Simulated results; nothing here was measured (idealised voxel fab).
The following process module bears the name voxel wiring stack.
Square cell edge 5 nm, section width 240 nm, ID cut.
How to read a cross-section here: the picture is a grid of square cells, written as bands going from the top down, and any band can span one or more rows of cells. In this notation a band is specified by the heights of its top and bottom, in that order and in nm, after which its materials appear from left to right, each paired with its width in nm. The word "edge to edge" attached to a single material means that material fills the band from edge to edge; the word "blank" stands for empty space. We count height from 0. Below that, the starting wafer is all one material. The lowest band never ends at the bottom but goes on down; see "z 0 and below" for how that is written. Top row gets the first number, bottom row gets the second, and each row in between changes by the same step: that is how a band width like "30->40" works. A step reported as "nothing changed" is a step in which no cell of the cross-section changed. The label "Fully sealed cavities" introduces a list of the empty spaces, 8 cells or larger, that have no open way up to the top; each entry in it reads width x height at distance, where the distance is taken from the left edge and all three are stated in nm. Past the settings on a step's line: simulator remark, on that step. For masked steps, "overlay nm" on the step line gives how far right of plan the mask actually lay; a minus sign means it lay to the left.

[The process steps that were planned are listed below]
1 op RECEIVE | material Si
2 op CONFORMAL_DEP | material SiO2 | thk nm 10
3 op DIRECTIONAL_DEP | material TiN | thk nm 5
4 op DIRECTIONAL_DEP | material Ru | thk nm 15
5 op PATTERN | tone cover | mask id METAL_1 | material resist | width nm 25 | pitch nm 40 | thk nm 15 | overlay nm 0
6 op DIRECTIONAL_ETCH | etch materials Ru | depth nm 15
7 op DIRECTIONAL_ETCH | etch materials TiN | depth nm 5
8 op STRIP | etch materials resist
9 op CONFORMAL_DEP | material SiN | thk nm 5
10 op FILL_DEP | material SiO2 | thk nm 10
11 op CMP | height nm 30
12 op CONFORMAL_DEP | material SiCN | thk nm 5
13 op DIRECTIONAL_DEP | material SiO2 | thk nm 35
14 op MASKED_ETCH | tone open | mask id METAL_2 | width nm 25 | pitch nm 40 | etch materials SiO2 | depth nm 20 | overlay nm 0
15 op DIRECTIONAL_DEP | material aC | thk nm 15
16 op PATTERN | tone open | mask id METAL_2_HOLES | material resist | width nm 15 | pitch nm 40 | thk nm 30 | overlay nm 0
17 op DIRECTIONAL_ETCH | etch materials aC | depth nm 15
18 op STRIP | etch materials resist
19 op DIRECTIONAL_ETCH | etch materials SiO2 | depth nm 15
20 op DIRECTIONAL_ETCH | etch materials SiCN | depth nm 5
21 op STRIP | etch materials aC
22 op CONFORMAL_DEP | material TiN | thk nm 5
23 op FILL_DEP | material Cu | thk nm 10
24 op CMP | height nm 70
25 op CONFORMAL_DEP | material SiCN | thk nm 5
26 op DIRECTIONAL_DEP | material lowk | thk nm 20
27 op PATTERN | tone open | mask id PLUG_2 | material resist | width nm 15 | pitch nm 80 | thk nm 20 | overlay nm 0
28 op DIRECTIONAL_ETCH | etch materials lowk | depth nm 20
29 op DIRECTIONAL_ETCH | etch materials SiCN | depth nm 5
30 op STRIP | etch materials resist
31 op EPI | material Ru | thk nm 10
32 op EPI | material Ru | thk nm 10
33 op EPI | material Ru | thk nm 5
34 op DIRECTIONAL_DEP | material TiN | thk nm 5
35 op DIRECTIONAL_DEP | material W | thk nm 15
36 op PATTERN | tone cover | mask id METAL_3 | material resist | width nm 25 | pitch nm 40 | thk nm 20 | overlay nm 0
37 op DIRECTIONAL_ETCH | etch materials W | depth nm 15
38 op DIRECTIONAL_ETCH | etch materials TiN | depth nm 5
39 op STRIP | etch materials resist
40 op CONFORMAL_DEP | material SiCN | thk nm 5
41 op FILL_DEP | material SiO2 | thk nm 10
42 op CMP | height nm 115
43 op CONFORMAL_DEP | material SiCN | thk nm 5

[First out of two wafers; run went to plan]

[The cross-section here shows the wafer as received, i.e. in its state after step 1]
	z 0 and below | Si edge to edge
	Fully sealed cavities: none

[The wafer in cross-section once step 2 is complete]
	z 10 to 0 | SiO2 edge to edge
	For the remainder of the cross-section, below 0, there is no change.

[The wafer in cross-section once step 3 is complete]
	z 15 to 10 | TiN edge to edge
	For the remainder of the cross-section, below 10, there is no change.

[The wafer in cross-section once step 4 is complete]
	z 30 to 15 | Ru edge to edge
	For the remainder of the cross-section, below 15, there is no change.

[The wafer in cross-section once step 5 is complete]
	z 45 to 30 | blank (45), then resist (25), then blank (15), then resist (25), then blank (15), then resist (25), then blank (15), then resist (25), then blank (50)
	For the remainder of the cross-section, below 30, there is no change.

[The wafer in cross-section once step 6 is complete]
	z 45 to 30 | blank (45), then resist (25), then blank (15), then resist (25), then blank (15), then resist (25), then blank (15), then resist (25), then blank (50)
	z 30 to 15 | blank (45), then Ru (25), then blank (15), then Ru (25), then blank (15), then Ru (25), then blank (15), then Ru (25), then blank (50)
	For the remainder of the cross-section, below 15, there is no change.

[The wafer in cross-section once step 7 is complete]
	z 45 to 30 | blank (45), then resist (25), then blank (15), then resist (25), then blank (15), then resist (25), then blank (15), then resist (25), then blank (50)
	z 30 to 15 | blank (45), then Ru (25), then blank (15), then Ru (25), then blank (15), then Ru (25), then blank (15), then Ru (25), then blank (50)
	z 15 to 10 | blank (45), then TiN (25), then blank (15), then TiN (25), then blank (15), then TiN (25), then blank (15), then TiN (25), then blank (50)
	For the remainder of the cross-section, below 10, there is no change.

[The wafer in cross-section once step 8 is complete]
	z 30 to 15 | blank (45), then Ru (25), then blank (15), then Ru (25), then blank (15), then Ru (25), then blank (15), then Ru (25), then blank (50)
	For the remainder of the cross-section, below 15, there is no change.

[The wafer in cross-section once step 9 is complete]
	z 35 to 30 | blank (40), then SiN (35), then blank (5), then SiN (35), then blank (5), then SiN (35), then blank (5), then SiN (35), then blank (45)
	z 30 to 15 | blank (40), then SiN (5), then Ru (25), then SiN (5), then blank (5), then SiN (5), then Ru (25), then SiN (5), then blank (5), then SiN (5), then Ru (25), then SiN (5), then blank (5), then SiN (5), then Ru (25), then SiN (5), then blank (45)
	z 15 to 10 | SiN (45), then TiN (25), then SiN (15), then TiN (25), then SiN (15), then TiN (25), then SiN (15), then TiN (25), then SiN (50)
	For the remainder of the cross-section, below 10, there is no change.

[The wafer in cross-section once step 10 is complete]
	z 45 to 35 | SiO2 edge to edge
	z 35 to 30 | SiO2 (40), then SiN (35), then SiO2 (5), then SiN (35), then SiO2 (5), then SiN (35), then SiO2 (5), then SiN (35), then SiO2 (45)
	z 30 to 15 | SiO2 (40), then SiN (5), then Ru (25), then SiN (5), then SiO2 (5), then SiN (5), then Ru (25), then SiN (5), then SiO2 (5), then SiN (5), then Ru (25), then SiN (5), then SiO2 (5), then SiN (5), then Ru (25), then SiN (5), then SiO2 (45)
	For the remainder of the cross-section, below 15, there is no change.

[The wafer in cross-section once step 11 is complete]
	z 30 to 15 | SiO2 (40), then SiN (5), then Ru (25), then SiN (5), then SiO2 (5), then SiN (5), then Ru (25), then SiN (5), then SiO2 (5), then SiN (5), then Ru (25), then SiN (5), then SiO2 (5), then SiN (5), then Ru (25), then SiN (5), then SiO2 (45)
	For the remainder of the cross-section, below 15, there is no change.

[The wafer in cross-section once step 12 is complete]
	z 35 to 30 | SiCN edge to edge
	For the remainder of the cross-section, below 30, there is no change.

[The wafer in cross-section once step 13 is complete]
	z 70 to 35 | SiO2 edge to edge
	For the remainder of the cross-section, below 35, there is no change.

[The wafer in cross-section once step 14 is complete]
	z 70 to 50 | SiO2 (45), then blank (25), then SiO2 (15), then blank (25), then SiO2 (15), then blank (25), then SiO2 (15), then blank (25), then SiO2 (50)
	For the remainder of the cross-section, below 50, there is no change.

[The wafer in cross-section once step 15 is complete]
	z 85 to 70 | aC (45), then blank (25), then aC (15), then blank (25), then aC (15), then blank (25), then aC (15), then blank (25), then aC (50)
	z 70 to 65 | SiO2 (45), then blank (25), then SiO2 (15), then blank (25), then SiO2 (15), then blank (25), then SiO2 (15), then blank (25), then SiO2 (50)
	z 65 to 50 | SiO2 (45), then aC (25), then SiO2 (15), then aC (25), then SiO2 (15), then aC (25), then SiO2 (15), then aC (25), then SiO2 (50)
	For the remainder of the cross-section, below 50, there is no change.

[The wafer in cross-section once step 16 is complete]
	z 115 to 85 | resist (45), then blank (15), then resist (25), then blank (15), then resist (25), then blank (15), then resist (25), then blank (15), then resist (60)
	z 85 to 70 | aC (45), then blank (15), then resist (10), then aC (15), then blank (15), then resist (10), then aC (15), then blank (15), then resist (10), then aC (15), then blank (15), then resist (10), then aC (50)
	z 70 to 65 | SiO2 (45), then blank (15), then resist (10), then SiO2 (15), then blank (15), then resist (10), then SiO2 (15), then blank (15), then resist (10), then SiO2 (15), then blank (15), then resist (10), then SiO2 (50)
	For the remainder of the cross-section, below 65, there is no change.

[The wafer in cross-section once step 17 is complete]
	z 100 to 85 | resist (45), then blank (15), then resist (25), then blank (15), then resist (25), then blank (15), then resist (25), then blank (15), then resist (60)
	z 85 to 70 | aC (45), then blank (15), then resist (10), then aC (15), then blank (15), then resist (10), then aC (15), then blank (15), then resist (10), then aC (15), then blank (15), then resist (10), then aC (50)
	z 70 to 65 | SiO2 (45), then blank (15), then resist (10), then SiO2 (15), then blank (15), then resist (10), then SiO2 (15), then blank (15), then resist (10), then SiO2 (15), then blank (15), then resist (10), then SiO2 (50)
	z 65 to 50 | SiO2 (45), then blank (15), then aC (10), then SiO2 (15), then blank (15), then aC (10), then SiO2 (15), then blank (15), then aC (10), then SiO2 (15), then blank (15), then aC (10), then SiO2 (50)
	For the remainder of the cross-section, below 50, there is no change.

[The wafer in cross-section once step 18 is complete]
	z 85 to 70 | aC (45), then blank (25), then aC (15), then blank (25), then aC (15), then blank (25), then aC (15), then blank (25), then aC (50)
	z 70 to 65 | SiO2 (45), then blank (25), then SiO2 (15), then blank (25), then SiO2 (15), then blank (25), then SiO2 (15), then blank (25), then SiO2 (50)
	For the remainder of the cross-section, below 65, there is no change.

[The wafer in cross-section once step 19 is complete]
	z 85 to 70 | aC (45), then blank (25), then aC (15), then blank (25), then aC (15), then blank (25), then aC (15), then blank (25), then aC (50)
	z 70 to 65 | SiO2 (45), then blank (25), then SiO2 (15), then blank (25), then SiO2 (15), then blank (25), then SiO2 (15), then blank (25), then SiO2 (50)
	z 65 to 50 | SiO2 (45), then blank (15), then aC (10), then SiO2 (15), then blank (15), then aC (10), then SiO2 (15), then blank (15), then aC (10), then SiO2 (15), then blank (15), then aC (10), then SiO2 (50)
	z 50 to 35 | SiO2 (45), then blank (15), then SiO2 (25), then blank (15), then SiO2 (25), then blank (15), then SiO2 (25), then blank (15), then SiO2 (60)
	For the remainder of the cross-section, below 35, there is no change.

[The wafer in cross-section once step 20 is complete]
	z 85 to 70 | aC (45), then blank (25), then aC (15), then blank (25), then aC (15), then blank (25), then aC (15), then blank (25), then aC (50)
	z 70 to 65 | SiO2 (45), then blank (25), then SiO2 (15), then blank (25), then SiO2 (15), then blank (25), then SiO2 (15), then blank (25), then SiO2 (50)
	z 65 to 50 | SiO2 (45), then blank (15), then aC (10), then SiO2 (15), then blank (15), then aC (10), then SiO2 (15), then blank (15), then aC (10), then SiO2 (15), then blank (15), then aC (10), then SiO2 (50)
	z 50 to 35 | SiO2 (45), then blank (15), then SiO2 (25), then blank (15), then SiO2 (25), then blank (15), then SiO2 (25), then blank (15), then SiO2 (60)
	z 35 to 30 | SiCN (45), then blank (15), then SiCN (25), then blank (15), then SiCN (25), then blank (15), then SiCN (25), then blank (15), then SiCN (60)
	For the remainder of the cross-section, below 30, there is no change.

[The wafer in cross-section once step 21 is complete]
	z 70 to 50 | SiO2 (45), then blank (25), then SiO2 (15), then blank (25), then SiO2 (15), then blank (25), then SiO2 (15), then blank (25), then SiO2 (50)
	For the remainder of the cross-section, below 50, there is no change.

[The wafer in cross-section once step 22 is complete]
	z 75 to 70 | TiN (50), then blank (15), then TiN (25), then blank (15), then TiN (25), then blank (15), then TiN (25), then blank (15), then TiN (55)
	z 70 to 55 | SiO2 (45), then TiN (5), then blank (15), then TiN (5), then SiO2 (15), then TiN (5), then blank (15), then TiN (5), then SiO2 (15), then TiN (5), then blank (15), then TiN (5), then SiO2 (15), then TiN (5), then blank (15), then TiN (5), then SiO2 (50)
	z 55 to 50 | SiO2 (45), then TiN (5), then blank (5), then TiN (15), then SiO2 (15), then TiN (5), then blank (5), then TiN (15), then SiO2 (15), then TiN (5), then blank (5), then TiN (15), then SiO2 (15), then TiN (5), then blank (5), then TiN (15), then SiO2 (50)
	z 50 to 35 | SiO2 (45), then TiN (5), then blank (5), then TiN (5), then SiO2 (25), then TiN (5), then blank (5), then TiN (5), then SiO2 (25), then TiN (5), then blank (5), then TiN (5), then SiO2 (25), then TiN (5), then blank (5), then TiN (5), then SiO2 (60)
	z 35 to 30 | SiCN (45), then TiN (15), then SiCN (25), then TiN (15), then SiCN (25), then TiN (15), then SiCN (25), then TiN (15), then SiCN (60)
	For the remainder of the cross-section, below 30, there is no change.

[The wafer in cross-section once step 23 is complete]
	z 85 to 75 | Cu edge to edge
	z 75 to 70 | TiN (50), then Cu (15), then TiN (25), then Cu (15), then TiN (25), then Cu (15), then TiN (25), then Cu (15), then TiN (55)
	z 70 to 55 | SiO2 (45), then TiN (5), then Cu (15), then TiN (5), then SiO2 (15), then TiN (5), then Cu (15), then TiN (5), then SiO2 (15), then TiN (5), then Cu (15), then TiN (5), then SiO2 (15), then TiN (5), then Cu (15), then TiN (5), then SiO2 (50)
	z 55 to 50 | SiO2 (45), then TiN (5), then Cu (5), then TiN (15), then SiO2 (15), then TiN (5), then Cu (5), then TiN (15), then SiO2 (15), then TiN (5), then Cu (5), then TiN (15), then SiO2 (15), then TiN (5), then Cu (5), then TiN (15), then SiO2 (50)
	z 50 to 35 | SiO2 (45), then TiN (5), then Cu (5), then TiN (5), then SiO2 (25), then TiN (5), then Cu (5), then TiN (5), then SiO2 (25), then TiN (5), then Cu (5), then TiN (5), then SiO2 (25), then TiN (5), then Cu (5), then TiN (5), then SiO2 (60)
	For the remainder of the cross-section, below 35, there is no change.

[The wafer in cross-section once step 24 is complete]
	z 70 to 55 | SiO2 (45), then TiN (5), then Cu (15), then TiN (5), then SiO2 (15), then TiN (5), then Cu (15), then TiN (5), then SiO2 (15), then TiN (5), then Cu (15), then TiN (5), then SiO2 (15), then TiN (5), then Cu (15), then TiN (5), then SiO2 (50)
	For the remainder of the cross-section, below 55, there is no change.

[The wafer in cross-section once step 25 is complete]
	z 75 to 70 | SiCN edge to edge
	For the remainder of the cross-section, below 70, there is no change.

[The wafer in cross-section once step 26 is complete]
	z 95 to 75 | lowk edge to edge
	For the remainder of the cross-section, below 75, there is no change.

[The wafer in cross-section once step 27 is complete]
	z 115 to 95 | resist (45), then blank (15), then resist (65), then blank (15), then resist (100)
	For the remainder of the cross-section, below 95, there is no change.

[The wafer in cross-section once step 28 is complete]
	z 115 to 95 | resist (45), then blank (15), then resist (65), then blank (15), then resist (100)
	z 95 to 75 | lowk (45), then blank (15), then lowk (65), then blank (15), then lowk (100)
	For the remainder of the cross-section, below 75, there is no change.

[The wafer in cross-section once step 29 is complete]
	z 115 to 95 | resist (45), then blank (15), then resist (65), then blank (15), then resist (100)
	z 95 to 75 | lowk (45), then blank (15), then lowk (65), then blank (15), then lowk (100)
	z 75 to 70 | SiCN (45), then blank (15), then SiCN (65), then blank (15), then SiCN (100)
	For the remainder of the cross-section, below 70, there is no change.

[The wafer in cross-section once step 30 is complete]
	z 95 to 75 | lowk (45), then blank (15), then lowk (65), then blank (15), then lowk (100)
	For the remainder of the cross-section, below 75, there is no change.

[The wafer in cross-section once step 31 is complete]
	z 95 to 80 | lowk (45), then blank (15), then lowk (65), then blank (15), then lowk (100)
	z 80 to 75 | lowk (45), then Ru (15), then lowk (65), then Ru (15), then lowk (100)
	z 75 to 70 | SiCN (45), then Ru (15), then SiCN (65), then Ru (15), then SiCN (100)
	For the remainder of the cross-section, below 70, there is no change.

[The wafer in cross-section once step 32 is complete]
	z 95 to 90 | lowk (45), then blank (15), then lowk (65), then blank (15), then lowk (100)
	z 90 to 75 | lowk (45), then Ru (15), then lowk (65), then Ru (15), then lowk (100)
	For the remainder of the cross-section, below 75, there is no change.

[The wafer in cross-section once step 33 is complete]
	z 95 to 75 | lowk (45), then Ru (15), then lowk (65), then Ru (15), then lowk (100)
	For the remainder of the cross-section, below 75, there is no change.

[The wafer in cross-section once step 34 is complete]
	z 100 to 95 | TiN edge to edge
	For the remainder of the cross-section, below 95, there is no change.

[The wafer in cross-section once step 35 is complete]
	z 115 to 100 | W edge to edge
	For the remainder of the cross-section, below 100, there is no change.

[The wafer in cross-section once step 36 is complete]
	z 135 to 115 | blank (45), then resist (25), then blank (15), then resist (25), then blank (15), then resist (25), then blank (15), then resist (25), then blank (50)
	For the remainder of the cross-section, below 115, there is no change.

[The wafer in cross-section once step 37 is complete]
	z 135 to 115 | blank (45), then resist (25), then blank (15), then resist (25), then blank (15), then resist (25), then blank (15), then resist (25), then blank (50)
	z 115 to 100 | blank (45), then W (25), then blank (15), then W (25), then blank (15), then W (25), then blank (15), then W (25), then blank (50)
	For the remainder of the cross-section, below 100, there is no change.

[The wafer in cross-section once step 38 is complete]
	z 135 to 115 | blank (45), then resist (25), then blank (15), then resist (25), then blank (15), then resist (25), then blank (15), then resist (25), then blank (50)
	z 115 to 100 | blank (45), then W (25), then blank (15), then W (25), then blank (15), then W (25), then blank (15), then W (25), then blank (50)
	z 100 to 95 | blank (45), then TiN (25), then blank (15), then TiN (25), then blank (15), then TiN (25), then blank (15), then TiN (25), then blank (50)
	For the remainder of the cross-section, below 95, there is no change.

[The wafer in cross-section once step 39 is complete]
	z 115 to 100 | blank (45), then W (25), then blank (15), then W (25), then blank (15), then W (25), then blank (15), then W (25), then blank (50)
	For the remainder of the cross-section, below 100, there is no change.

[The wafer in cross-section once step 40 is complete]
	z 120 to 115 | blank (40), then SiCN (35), then blank (5), then SiCN (35), then blank (5), then SiCN (35), then blank (5), then SiCN (35), then blank (45)
	z 115 to 100 | blank (40), then SiCN (5), then W (25), then SiCN (5), then blank (5), then SiCN (5), then W (25), then SiCN (5), then blank (5), then SiCN (5), then W (25), then SiCN (5), then blank (5), then SiCN (5), then W (25), then SiCN (5), then blank (45)
	z 100 to 95 | SiCN (45), then TiN (25), then SiCN (15), then TiN (25), then SiCN (15), then TiN (25), then SiCN (15), then TiN (25), then SiCN (50)
	For the remainder of the cross-section, below 95, there is no change.

[The wafer in cross-section once step 41 is complete]
	z 130 to 120 | SiO2 edge to edge
	z 120 to 115 | SiO2 (40), then SiCN (35), then SiO2 (5), then SiCN (35), then SiO2 (5), then SiCN (35), then SiO2 (5), then SiCN (35), then SiO2 (45)
	z 115 to 100 | SiO2 (40), then SiCN (5), then W (25), then SiCN (5), then SiO2 (5), then SiCN (5), then W (25), then SiCN (5), then SiO2 (5), then SiCN (5), then W (25), then SiCN (5), then SiO2 (5), then SiCN (5), then W (25), then SiCN (5), then SiO2 (45)
	For the remainder of the cross-section, below 100, there is no change.

[The wafer in cross-section once step 42 is complete]
	z 115 to 100 | SiO2 (40), then SiCN (5), then W (25), then SiCN (5), then SiO2 (5), then SiCN (5), then W (25), then SiCN (5), then SiO2 (5), then SiCN (5), then W (25), then SiCN (5), then SiO2 (5), then SiCN (5), then W (25), then SiCN (5), then SiO2 (45)
	For the remainder of the cross-section, below 100, there is no change.

[The wafer in cross-section once step 43 is complete]
	z 120 to 115 | SiCN edge to edge
	For the remainder of the cross-section, below 115, there is no change.

[The second wafer: identical to the first at the outset and in its planned sequence, differing only in that one mistake was made during processing; up to and including step 32, its path is the first wafer's path]

[X-section, second wafer, when step 33 was due to finish]
	z 100 to 95 | TiN (45), then blank (15), then TiN (65), then blank (15), then TiN (100)
	z 95 to 90 | lowk (45), then TiN (15), then lowk (65), then TiN (15), then lowk (100)
	For the remainder of the cross-section, below 90, there is no change.

[X-section, second wafer, when step 34 was due to finish]
	z 105 to 100 | Ru (50), then blank (5), then Ru (75), then blank (5), then Ru (105)
	z 100 to 95 | TiN (45), then Ru (15), then TiN (65), then Ru (15), then TiN (100)
	For the remainder of the cross-section, below 95, there is no change.

[X-section, second wafer, when step 35 was due to finish]
	z 120 to 115 | W (50), then blank (5), then W (75), then blank (5), then W (105)
	z 115 to 105 | W edge to edge
	z 105 to 100 | Ru (50), then W (5), then Ru (75), then W (5), then Ru (105)
	For the remainder of the cross-section, below 100, there is no change.

[X-section, second wafer, when step 36 was due to finish]
	z 140 to 120 | blank (45), then resist (25), then blank (15), then resist (25), then blank (15), then resist (25), then blank (15), then resist (25), then blank (50)
	z 120 to 115 | W (50), then resist (5), then W (75), then resist (5), then W (105)
	For the remainder of the cross-section, below 115, there is no change.

[X-section, second wafer, when step 37 was due to finish]
	z 140 to 120 | blank (45), then resist (25), then blank (15), then resist (25), then blank (15), then resist (25), then blank (15), then resist (25), then blank (50)
	z 120 to 115 | blank (45), then W (5), then resist (5), then W (15), then blank (15), then W (25), then blank (15), then W (5), then resist (5), then W (15), then blank (15), then W (25), then blank (50)
	z 115 to 105 | blank (45), then W (25), then blank (15), then W (25), then blank (15), then W (25), then blank (15), then W (25), then blank (50)
	For the remainder of the cross-section, below 105, there is no change.

X-section, second wafer, when step 38 was due to finish: nothing changed

[X-section, second wafer, when step 39 was due to finish]
	z 120 to 115 | blank (45), then W (5), then blank (5), then W (15), then blank (15), then W (25), then blank (15), then W (5), then blank (5), then W (15), then blank (15), then W (25), then blank (50)
	For the remainder of the cross-section, below 115, there is no change.

[X-section, second wafer, when step 40 was due to finish]
	z 125 to 120 | blank (40), then SiCN (35), then blank (5), then SiCN (35), then blank (5), then SiCN (35), then blank (5), then SiCN (35), then blank (45)
	z 120 to 115 | blank (40), then SiCN (5), then W (5), then SiCN (5), then W (15), then SiCN (5), then blank (5), then SiCN (5), then W (25), then SiCN (5), then blank (5), then SiCN (5), then W (5), then SiCN (5), then W (15), then SiCN (5), then blank (5), then SiCN (5), then W (25), then SiCN (5), then blank (45)
	z 115 to 110 | blank (40), then SiCN (5), then W (25), then SiCN (5), then blank (5), then SiCN (5), then W (25), then SiCN (5), then blank (5), then SiCN (5), then W (25), then SiCN (5), then blank (5), then SiCN (5), then W (25), then SiCN (5), then blank (45)
	z 110 to 105 | SiCN (45), then W (25), then SiCN (15), then W (25), then SiCN (15), then W (25), then SiCN (15), then W (25), then SiCN (50)
	For the remainder of the cross-section, below 105, there is no change.

[X-section, second wafer, when step 41 was due to finish]
	z 135 to 125 | SiO2 edge to edge
	z 125 to 120 | SiO2 (40), then SiCN (35), then SiO2 (5), then SiCN (35), then SiO2 (5), then SiCN (35), then SiO2 (5), then SiCN (35), then SiO2 (45)
	z 120 to 115 | SiO2 (40), then SiCN (5), then W (5), then SiCN (5), then W (15), then SiCN (5), then SiO2 (5), then SiCN (5), then W (25), then SiCN (5), then SiO2 (5), then SiCN (5), then W (5), then SiCN (5), then W (15), then SiCN (5), then SiO2 (5), then SiCN (5), then W (25), then SiCN (5), then SiO2 (45)
	z 115 to 110 | SiO2 (40), then SiCN (5), then W (25), then SiCN (5), then SiO2 (5), then SiCN (5), then W (25), then SiCN (5), then SiO2 (5), then SiCN (5), then W (25), then SiCN (5), then SiO2 (5), then SiCN (5), then W (25), then SiCN (5), then SiO2 (45)
	For the remainder of the cross-section, below 110, there is no change.

[X-section, second wafer, when step 42 was due to finish]
	z 115 to 110 | SiO2 (40), then SiCN (5), then W (25), then SiCN (5), then SiO2 (5), then SiCN (5), then W (25), then SiCN (5), then SiO2 (5), then SiCN (5), then W (25), then SiCN (5), then SiO2 (5), then SiCN (5), then W (25), then SiCN (5), then SiO2 (45)
	For the remainder of the cross-section, below 110, there is no change.

[X-section, second wafer, when step 43 was due to finish]
	z 120 to 115 | SiCN edge to edge
	For the remainder of the cross-section, below 115, there is no change.
It is concluded that the wafer was processed incorrectly with respect to the plan, in that steps 33 and 34 got flipped, so each one ran where the other should have
In the final state, the cell counts of the second wafer exceed or fall short of those of the first for the following materials: Ru +46; SiCN -16; SiO2 -40; TiN +28; W -18
